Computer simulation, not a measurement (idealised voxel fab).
process module | voxel capacitor over wiring
The figure presents cross-section cut, which has a width of 165 nm and is divided into square cells with an edge length of 5 nm.
Each cross-section below is a grid of square cells, stated as bands in top-down order, with one or more rows of cells making up each band. Each band's line starts with the height of the band's top and of its bottom, in nm. Then come its materials from left to right, each with its width in nm. One material with "all across" fills the band from edge to edge. "air" is empty space. Heights from 0 (as-received wafer is one material below). Bottom band endless downward, as "top 0, no bottom". With a width like "30..40", each row of cells in the band differs from the next by the same amount, the top row carrying the first number and the bottom row the second. Where a step carries "no alteration", the cross-section came out of it unchanged, cell for cell. "Enclosed internal cavities" - sealed voids, min. 8 cells, no opening to top; format: width x height at distance (distance from left edge; nm throughout). On a step's line, text after the settings is the simulator commenting on that step. "overlay nm", when on a step's line for a step with a mask, measures how far to the right of its planned place the mask lay; a negative measure means to the left.

[Planned process steps]
1. RECEIVE: material Si
2. CONFORMAL_DEP: material SiO2, thk nm 10
3. DIRECTIONAL_DEP: material TiN, thk nm 5
4. DIRECTIONAL_DEP: material W, thk nm 25
5. PATTERN: tone cover, mask id METAL_1, material resist, width nm 30, pitch nm 90, thk nm 20, overlay nm 0
6. DIRECTIONAL_ETCH: etch materials W, depth nm 25
7. DIRECTIONAL_ETCH: etch materials TiN, depth nm 5
8. STRIP: etch materials resist
9. FILL_DEP: material lowk, thk nm 10
10. CMP: height nm 40
11. CONFORMAL_DEP: material SiCN, thk nm 5
12. DIRECTIONAL_DEP: material lowk, thk nm 10
13. MASKED_ETCH: tone open, mask id PLUG_1, width nm 15, etch materials lowk, depth nm 10, overlay nm 0
14. MASKED_ETCH: tone open, mask id PLUG_1, width nm 15, etch materials SiCN, depth nm 5, overlay nm 0
15. CONFORMAL_DEP: material TiN, thk nm 5
16. FILL_DEP: material Ru, thk nm 5
17. CMP: height nm 55
18. DIRECTIONAL_DEP: material TiN, thk nm 10
19. DIRECTIONAL_DEP: material SiN, thk nm 5
20. DIRECTIONAL_DEP: material TiN, thk nm 10
21. DIRECTIONAL_DEP: material aC, thk nm 15
22. PATTERN: tone cover, mask id UPPER_PLATE, material resist, width nm 65, thk nm 35, overlay nm 0
23. DIRECTIONAL_ETCH: etch materials aC, depth nm 15
24. STRIP: etch materials resist
25. DIRECTIONAL_ETCH: etch materials TiN, depth nm 10
26. DIRECTIONAL_ETCH: etch materials SiN, depth nm 5
27. STRIP: etch materials aC
28. MASKED_ETCH: tone cover, mask id LOWER_PLATE, width nm 75, etch materials TiN, depth nm 10, overlay nm 0
29. FILL_DEP: material SiO2, thk nm 20
30. CMP: height nm 95
31. PATTERN: tone open, mask id PLUG_2, material resist, width nm 15, thk nm 20, overlay nm 0
32. DIRECTIONAL_ETCH: etch materials SiO2, depth nm 15
33. STRIP: etch materials resist
34. CONFORMAL_DEP: material TiN, thk nm 5
35. FILL_DEP: material Ru, thk nm 10
36. CMP: height nm 95
37. CONFORMAL_DEP: material SiN, thk nm 5

[The cross-section here shows the wafer as received, i.e. in its state after step 1]
  top 0, no bottom  Si all across
  Enclosed internal cavities: none

[The cross-section shown corresponds to the wafer at the conclusion of the module. The initial structure and the process plan are those presented above; however, one mistake occurred in executing the plan]
  top 100, bottom 95  SiN all across
  top 95, bottom 85  SiO2=45, TiN=5, Ru=5, TiN=5, SiO2=105
  top 85, bottom 80  SiO2=45, TiN=15, SiO2=105
  top 80, bottom 70  SiO2=35, TiN=65, SiO2=65
  top 70, bottom 60  SiO2=30, TiN=75, SiO2=60
  top 60, bottom 55  SiN all across
  top 55, bottom 45  lowk=35, TiN=5, Ru=5, TiN=5, lowk=115
  top 45, bottom 40  SiCN=35, TiN=15, SiCN=115
  top 40, bottom 15  lowk=20, W=30, lowk=60, W=30, lowk=25
  top 15, bottom 10  lowk=20, TiN=30, lowk=60, TiN=30, lowk=25
  top 10, bottom 0  SiO2 all across
  top 0, no bottom  Si all across
  Enclosed internal cavities: none
Nonconformance to the process plan: steps 18 and 19 run out of order (swapped)
